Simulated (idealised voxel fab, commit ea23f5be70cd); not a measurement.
Title: Process Module voxel released beams
Shown is cross-section cut, with a width of 245 nm and square cells of size 5 nm.
Square cells in a grid make up a cross-section in this document, and the grid is given as bands, listed from the top down, each one or more rows of cells. Band: top height; bottom height; in nm. Then, left to right: material with width in nm, for each material. "full width": a single material spanning edge to edge. "blank": empty space. Height is counted from the level 0, under which the received wafer is composed throughout of one material. The lowest of the bands is not closed at the bottom but continues downward, in the notation "0 nm and below". A width given as "30->40" starts at the first number in the band's top row and ends at the second number in its bottom row, shifting by an equal amount at every step from row to row. Step note "remained unchanged" = no cross-section cell changed. "Closed empty spaces" means: voids of 8 cells or more that are shut off from the top with no open way through. Written width x height at distance, distance from the left edge, in nm. That trailing text on a step's line, after the settings, is the simulator's own remark on the step. For masked steps, "overlay nm" on the step line gives how far right of plan the mask actually lay; a minus sign means it lay to the left.
The following list gives the planned process steps:
step 1: op RECEIVE | material Si
step 2: op CONFORMAL_DEP | material Al2O3 | thk nm 10
step 3: op DIRECTIONAL_DEP | material SiO2 | thk nm 10
step 4: op DIRECTIONAL_DEP | material aC | thk nm 10
step 5: op PATTERN | tone open | mask id ANCHOR | material resist | width nm 35 | thk nm 25 | overlay nm -15
step 6: op DIRECTIONAL_ETCH | etch materials aC | depth nm 10
step 7: op STRIP | etch materials resist
step 8: op DIRECTIONAL_ETCH | etch materials SiO2 | depth nm 10
step 9: op STRIP | etch materials aC
step 10: op CONFORMAL_DEP | material W | thk nm 15
step 11: op DIRECTIONAL_DEP | material aC | thk nm 15
step 12: op PATTERN | tone cover | mask id BEAM | material resist | width nm 105 | thk nm 30 | overlay nm 0
step 13: op DIRECTIONAL_ETCH | etch materials aC | depth nm 15
step 14: op STRIP | etch materials resist
step 15: op DIRECTIONAL_ETCH | etch materials W | depth nm 15
step 16: op STRIP | etch materials aC
step 17: op STRIP | etch materials SiO2
Every wafer here starts from the same state; it is the step 5 overlay nm that distinguishes them, and the value the plan gives belongs to the first wafer.
Cut through the first of several wafers as received, post step 1:
    0 nm and below | Si full width
    Closed empty spaces: none
Below, a row for every wafer. Read it as the end-of-module picture: for each material the wafer shows its cells gained (+) or lost (-) since it was received, and then its closed voids:
overlay nm -15, +98 Al2O3, +75 W, Closed empty spaces: none
overlay nm -10, +98 Al2O3, +75 W, Closed empty spaces: none
overlay nm -5, +98 Al2O3, +75 W, Closed empty spaces: none
overlay nm 0, +98 Al2O3, +75 W, Closed empty spaces: none
overlay nm 5, +98 Al2O3, +75 W, Closed empty spaces: none
overlay nm 10, +98 Al2O3, +75 W, Closed empty spaces: none
overlay nm 15, +98 Al2O3, +75 W, Closed empty spaces: none
